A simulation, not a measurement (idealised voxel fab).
The process module that follows is named voxel double patterning.
In the cross-section labelled cut, the width is 165 nm and each square cell is 5 nm.
A cross-section in this document is a grid of square cells, and it is written down as bands, the top band listed before the ones below it; a band is made up of one or more rows of cells.
Look at the band entry: it leads with the top's height and the bottom's height in nm. Then it lists the materials left to right, with a width in nm for each. The word "all across" on a single material says that material fills the band edge to edge. The word "air" is empty space.
Below 0: as-received wafer, all one material; heights counted from there. Lowest band: no bottom, goes on down, written "0 down".
Width: "30 to 40" (first number = top row, second number = bottom row, same change from row to row of cells).
For the purposes of this document, the phrase "remained the same" attached to a step denotes that no cell within the cross-section was modified by that step.
Empty spaces counting at least 8 cells and having no open way to the top are listed in "Completely enclosed voids". The notation width x height at distance is used for each, the distance being from the left edge and all three values in nm.
That trailing text on a step's line, after the settings, is the simulator's own remark on the step.
overlay nm: mask right of planned place by this much (step with mask). Neg. = left.
-- The following list gives the planned process steps
1. RECEIVE: material Si
2. CONFORMAL_DEP: material SiO2, thk nm 5
3. DIRECTIONAL_DEP: material TiN, thk nm 10
4. DIRECTIONAL_DEP: material SiCN, thk nm 5
5. MASKED_ETCH: tone open, mask id FIRST, width nm 15, pitch nm 50, etch materials SiCN, depth nm 5, overlay nm 0
6. MASKED_ETCH: tone open, mask id SECOND, width nm 15, pitch nm 50, etch materials SiCN, depth nm 5, overlay nm 0
7. DIRECTIONAL_ETCH: etch materials TiN, depth nm 10
8. STRIP: etch materials SiCN
-- First wafer out of two, processed as planned
-- Cross-section of the wafer upon arrival, representing the state reached after step 1
- 0 down  Si all across
- Completely enclosed voids: none
-- Cross-sectional representation of the wafer at the conclusion of step 2
- 5 to 0  SiO2 all across
- No changes below 0.
-- Cross-sectional representation of the wafer at the conclusion of step 3
- 15 to 5  TiN all across
- No changes below 5.
-- Cross-sectional representation of the wafer at the conclusion of step 4
- 20 to 15  SiCN all across
- No changes below 15.
-- Cross-sectional representation of the wafer at the conclusion of step 5
- 20 to 15  SiCN=25, then air=15, then SiCN=35, then air=15, then SiCN=35, then air=15, then SiCN=25
- No changes below 15.
-- Cross-sectional representation of the wafer at the conclusion of step 6
- 20 to 15  SiCN=25, then air=15, then SiCN=10, then air=15, then SiCN=10, then air=15, then SiCN=10, then air=15, then SiCN=10, then air=15, then SiCN=25
- No changes below 15.
-- Cross-sectional representation of the wafer at the conclusion of step 7
- 20 to 15  SiCN=25, then air=15, then SiCN=10, then air=15, then SiCN=10, then air=15, then SiCN=10, then air=15, then SiCN=10, then air=15, then SiCN=25
- 15 to 5  TiN=25, then air=15, then TiN=10, then air=15, then TiN=10, then air=15, then TiN=10, then air=15, then TiN=10, then air=15, then TiN=25
- No changes below 5.
-- Cross-sectional representation of the wafer at the conclusion of step 8
- 15 to 5  TiN=25, then air=15, then TiN=10, then air=15, then TiN=10, then air=15, then TiN=10, then air=15, then TiN=10, then air=15, then TiN=25
- No changes below 5.
-- Here the second wafer is described. Its start and its plan were those of the first wafer. Its run contained one mistake. Up to and including step 1, it did exactly what the first wafer did
-- when step 2 should have ended
- 15 to 0  SiO2 all across
- No changes below 0.
-- when step 3 should have ended
- 25 to 15  TiN all across
- No changes below 15.
-- when step 4 should have ended
- 30 to 25  SiCN all across
- No changes below 25.
-- when step 5 should have ended
- 30 to 25  SiCN=25, then air=15, then SiCN=35, then air=15, then SiCN=35, then air=15, then SiCN=25
- No changes below 25.
-- when step 6 should have ended
- 30 to 25  SiCN=25, then air=15, then SiCN=10, then air=15, then SiCN=10, then air=15, then SiCN=10, then air=15, then SiCN=10, then air=15, then SiCN=25
- No changes below 25.
-- when step 7 should have ended
- 30 to 25  SiCN=25, then air=15, then SiCN=10, then air=15, then SiCN=10, then air=15, then SiCN=10, then air=15, then SiCN=10, then air=15, then SiCN=25
- 25 to 15  TiN=25, then air=15, then TiN=10, then air=15, then TiN=10, then air=15, then TiN=10, then air=15, then TiN=10, then air=15, then TiN=25
- No changes below 15.
-- when step 8 should have ended
- 25 to 15  TiN=25, then air=15, then TiN=10, then air=15, then TiN=10, then air=15, then TiN=10, then air=15, then TiN=10, then air=15, then TiN=25
- No changes below 15.
Misprocessing identified: step 2 ran differently from the plan; actual operation with settings: CONFORMAL_DEP: material SiO2, thk nm 15
Counted in cells at the end, the second wafer holds more or fewer of these materials than the first: SiO2: 66 more
